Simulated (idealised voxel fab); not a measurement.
process module | voxel ribs on slabs
cross-section cut | 150 nm wide | cells 5 nm
A cross-section is a grid of square cells, given in bands from the top down. A band is one or more rows of cells.
Each band's line starts with the height of the band's top and of its bottom, in nm. Then come its materials from left to right, each with its width in nm. One material with "throughout" fills the band from edge to edge. "air" is empty space.
Height 0 is the level under which the wafer as received is all one material. The lowest band goes on downwards, as in "0 down".
A width such as "30 to 40" changes by the same amount from each row of cells to the next, from the band's top row to its bottom row.
"no change" after a step means that no cell of the cross-section changed.
closed voids: empty space of 8 cells or more with no open way to the top, each as width x height at its distance from the left edge, in nm
after a step's settings: what the simulator itself notes on the step
overlay nm, on a step with a mask: how far to the right of its planned place the mask lay; to the left if negative
plan
1 op RECEIVE | material Si
2 op DIRECTIONAL_DEP | material SiO2 | thk nm 25
3 op DIRECTIONAL_DEP | material polySi | thk nm 15
4 op DIRECTIONAL_DEP | material aC | thk nm 10
5 op PATTERN | tone cover | mask id RIB | material resist | width nm 15 | thk nm 25 | overlay nm 0
6 op DIRECTIONAL_ETCH | etch materials aC | depth nm 10
7 op STRIP | etch materials resist
8 op DIRECTIONAL_ETCH | etch materials polySi | depth nm 10
9 op STRIP | etch materials aC
10 op DIRECTIONAL_DEP | material aC | thk nm 15
11 op PATTERN | tone cover | mask id SLAB | material resist | width nm 55 | thk nm 35 | overlay nm 0
12 op DIRECTIONAL_ETCH | etch materials aC | depth nm 15
13 op STRIP | etch materials resist
14 op DIRECTIONAL_ETCH | etch materials polySi | depth nm 5
15 op STRIP | etch materials aC
16 op FILL_DEP | material SiO2 | thk nm 15
17 op CMP | height nm 50
18 op DIRECTIONAL_DEP | material TiN | thk nm 10
19 op DIRECTIONAL_DEP | material aC | thk nm 15
20 op PATTERN | tone cover | mask id HEATER | material resist | width nm 25 | thk nm 35 | overlay nm 0
21 op DIRECTIONAL_ETCH | etch materials aC | depth nm 15
22 op STRIP | etch materials resist
23 op DIRECTIONAL_ETCH | etch materials TiN | depth nm 10
24 op STRIP | etch materials aC
25 op CONFORMAL_DEP | material SiN | thk nm 5
as received, after step 1
  0 down: Si throughout
  closed voids: none
a wafer at the end: this start, this plan, one mistake
  65 to 60: air 55 | SiN 35 | air 60
  60 to 55: air 55 | SiN 5 | TiN 25 | SiN 5 | air 60
  55 to 50: SiN 60 | TiN 25 | SiN 65
  50 to 45: SiO2 throughout
  45 to 35: SiO2 65 | polySi 15 | SiO2 70
  35 to 30: SiO2 45 | polySi 55 | SiO2 50
  30 to 25: polySi throughout
  25 to 0: SiO2 throughout
  0 down: Si throughout
  closed voids: none
what went wrong: step 3 ran as: op DIRECTIONAL_DEP | material polySi | thk nm 20
